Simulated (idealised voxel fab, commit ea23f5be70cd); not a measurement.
voxel released beams: a process module
Cross-sectional view cut (width: 205 nm; square cell size: 5 nm).
If you're reading a cross-section in this doc, picture square cells in a grid; it comes to you as bands, top ones listed first down to the bottom, and a band can be one or more rows of cells.
Top height, bottom height, nm. Materials left to right, width each, nm. Single material + "edge to edge" = fills band edge to edge. "blank" = empty.
Height 0 is the level under which the wafer as received is all one material. The lowest band goes on downwards, as in "0 down".
The width entry "30 to 40" should be interpreted row by row: the top row of cells in the band takes the first number, the bottom row takes the second number, and the change between adjacent rows is uniform throughout.
"remains unaltered" (step): cross-section cells unchanged, all of them.
So "Enclosed void entries" is basically the list of trapped voids: any empty space of 8 cells or more that can't reach the top through an opening. They're written width x height at distance, the distance being from the left edge, and it's all nm.
Anything after a step's settings on that line? It's the simulator's own note about the step.
overlay nm: right-of-plan distance of the mask on a masked step; negative values mean left-of-plan.

[Planned step list for the process]
- 1: RECEIVE | material Si
- 2: CONFORMAL_DEP | material SiN | thk nm 10
- 3: DIRECTIONAL_DEP | material SiO2 | thk nm 15
- 4: DIRECTIONAL_DEP | material aC | thk nm 10
- 5: PATTERN | tone open | mask id ANCHOR | material resist | width nm 25 | thk nm 30 | overlay nm 0
- 6: DIRECTIONAL_ETCH | etch materials aC | depth nm 10
- 7: STRIP | etch materials resist
- 8: DIRECTIONAL_ETCH | etch materials SiO2 | depth nm 15
- 9: STRIP | etch materials aC
- 10: CONFORMAL_DEP | material W | thk nm 10
- 11: DIRECTIONAL_DEP | material aC | thk nm 15
- 12: PATTERN | tone cover | mask id BEAM | material resist | width nm 90 | thk nm 35 | overlay nm 0
- 13: DIRECTIONAL_ETCH | etch materials aC | depth nm 15
- 14: STRIP | etch materials resist
- 15: DIRECTIONAL_ETCH | etch materials W | depth nm 10
- 16: STRIP | etch materials aC
- 17: STRIP | etch materials SiO2

[Wafer, first of two, run as planned]

[Delivered wafer in cross-section: state after step 1]
- 0 down: Si edge to edge
- Enclosed void entries: none

[After step 2, in cross-section]
- 10 to 0: SiN edge to edge
- Nothing below the height 0 has changed.

[After step 3, in cross-section]
- 25 to 10: SiO2 edge to edge
- Nothing below the height 10 has changed.

[After step 4, in cross-section]
- 35 to 25: aC edge to edge
- Nothing below the height 25 has changed.

[After step 5, in cross-section]
- 65 to 35: 60 resist / 25 blank / 120 resist
- Nothing below the height 35 has changed.

[After step 6, in cross-section]
- 55 to 35: 60 resist / 25 blank / 120 resist
- 35 to 25: 60 aC / 25 blank / 120 aC
- Nothing below the height 25 has changed.

[After step 7, in cross-section]
- 35 to 25: 60 aC / 25 blank / 120 aC
- Nothing below the height 25 has changed.

[After step 8, in cross-section]
- 35 to 25: 60 aC / 25 blank / 120 aC
- 25 to 10: 60 SiO2 / 25 blank / 120 SiO2
- Nothing below the height 10 has changed.

[After step 9, in cross-section]
- 25 to 10: 60 SiO2 / 25 blank / 120 SiO2
- Nothing below the height 10 has changed.

[After step 10, in cross-section]
- 35 to 25: 70 W / 5 blank / 130 W
- 25 to 20: 60 SiO2 / 10 W / 5 blank / 10 W / 120 SiO2
- 20 to 10: 60 SiO2 / 25 W / 120 SiO2
- Nothing below the height 10 has changed.

[After step 11, in cross-section]
- 50 to 35: 70 aC / 5 blank / 130 aC
- 35 to 25: 70 W / 5 aC / 130 W
- 25 to 20: 60 SiO2 / 10 W / 5 aC / 10 W / 120 SiO2
- Nothing below the height 20 has changed.

[After step 12, in cross-section]
- 85 to 50: 55 blank / 90 resist / 60 blank
- 50 to 35: 70 aC / 5 resist / 130 aC
- Nothing below the height 35 has changed.

[After step 13, in cross-section]
- 70 to 50: 55 blank / 90 resist / 60 blank
- 50 to 35: 55 blank / 15 aC / 5 resist / 70 aC / 60 blank
- Nothing below the height 35 has changed.

[After step 14, in cross-section]
- 50 to 35: 55 blank / 15 aC / 5 blank / 70 aC / 60 blank
- Nothing below the height 35 has changed.

[After step 15, in cross-section]
- 50 to 35: 55 blank / 15 aC / 5 blank / 70 aC / 60 blank
- 35 to 25: 55 blank / 15 W / 5 aC / 70 W / 60 blank
- Nothing below the height 25 has changed.

[After step 16, in cross-section]
- 35 to 25: 55 blank / 15 W / 5 blank / 70 W / 60 blank
- 25 to 20: 60 SiO2 / 10 W / 5 blank / 10 W / 120 SiO2
- Nothing below the height 20 has changed.

[After step 17, in cross-section]
- 35 to 25: 55 blank / 15 W / 5 blank / 70 W / 60 blank
- 25 to 20: 60 blank / 10 W / 5 blank / 10 W / 120 blank
- 20 to 10: 60 blank / 25 W / 120 blank
- Nothing below the height 10 has changed.

[Second of two: same start, same plan, one run error; steps up to and including 1 match the first]

The second wafer in cross-section, at the planned close of step 2: remains unaltered

[The second wafer in cross-section, at the planned close of step 3]
- 15 to 0: SiO2 edge to edge
- Nothing below the height 0 has changed.

[The second wafer in cross-section, at the planned close of step 4]
- 25 to 15: aC edge to edge
- Nothing below the height 15 has changed.

[The second wafer in cross-section, at the planned close of step 5]
- 55 to 25: 60 resist / 25 blank / 120 resist
- Nothing below the height 25 has changed.

[The second wafer in cross-section, at the planned close of step 6]
- 45 to 25: 60 resist / 25 blank / 120 resist
- 25 to 15: 60 aC / 25 blank / 120 aC
- Nothing below the height 15 has changed.

[The second wafer in cross-section, at the planned close of step 7]
- 25 to 15: 60 aC / 25 blank / 120 aC
- Nothing below the height 15 has changed.

[The second wafer in cross-section, at the planned close of step 8]
- 25 to 15: 60 aC / 25 blank / 120 aC
- 15 to 0: 60 SiO2 / 25 blank / 120 SiO2
- Nothing below the height 0 has changed.

[The second wafer in cross-section, at the planned close of step 9]
- 15 to 0: 60 SiO2 / 25 blank / 120 SiO2
- Nothing below the height 0 has changed.

[The second wafer in cross-section, at the planned close of step 10]
- 25 to 15: 70 W / 5 blank / 130 W
- 15 to 10: 60 SiO2 / 10 W / 5 blank / 10 W / 120 SiO2
- 10 to 0: 60 SiO2 / 25 W / 120 SiO2
- Nothing below the height 0 has changed.

[The second wafer in cross-section, at the planned close of step 11]
- 40 to 25: 70 aC / 5 blank / 130 aC
- 25 to 15: 70 W / 5 aC / 130 W
- 15 to 10: 60 SiO2 / 10 W / 5 aC / 10 W / 120 SiO2
- Nothing below the height 10 has changed.

[The second wafer in cross-section, at the planned close of step 12]
- 75 to 40: 55 blank / 90 resist / 60 blank
- 40 to 25: 70 aC / 5 resist / 130 aC
- Nothing below the height 25 has changed.

[The second wafer in cross-section, at the planned close of step 13]
- 60 to 40: 55 blank / 90 resist / 60 blank
- 40 to 25: 55 blank / 15 aC / 5 resist / 70 aC / 60 blank
- Nothing below the height 25 has changed.

[The second wafer in cross-section, at the planned close of step 14]
- 40 to 25: 55 blank / 15 aC / 5 blank / 70 aC / 60 blank
- Nothing below the height 25 has changed.

[The second wafer in cross-section, at the planned close of step 15]
- 40 to 25: 55 blank / 15 aC / 5 blank / 70 aC / 60 blank
- 25 to 15: 55 blank / 15 W / 5 aC / 70 W / 60 blank
- Nothing below the height 15 has changed.

[The second wafer in cross-section, at the planned close of step 16]
- 25 to 15: 55 blank / 15 W / 5 blank / 70 W / 60 blank
- 15 to 10: 60 SiO2 / 10 W / 5 blank / 10 W / 120 SiO2
- Nothing below the height 10 has changed.

[The second wafer in cross-section, at the planned close of step 17]
- 25 to 15: 55 blank / 15 W / 5 blank / 70 W / 60 blank
- 15 to 10: 60 blank / 10 W / 5 blank / 10 W / 120 blank
- 10 to 0: 60 blank / 25 W / 120 blank
- Nothing below the height 0 has changed.
So what did we get wrong on this run? step 2 in the plan did not get run; it was skipped
Bottom line after processing is that, in cells, the second wafer is up or down on some materials versus the first: -82 SiN
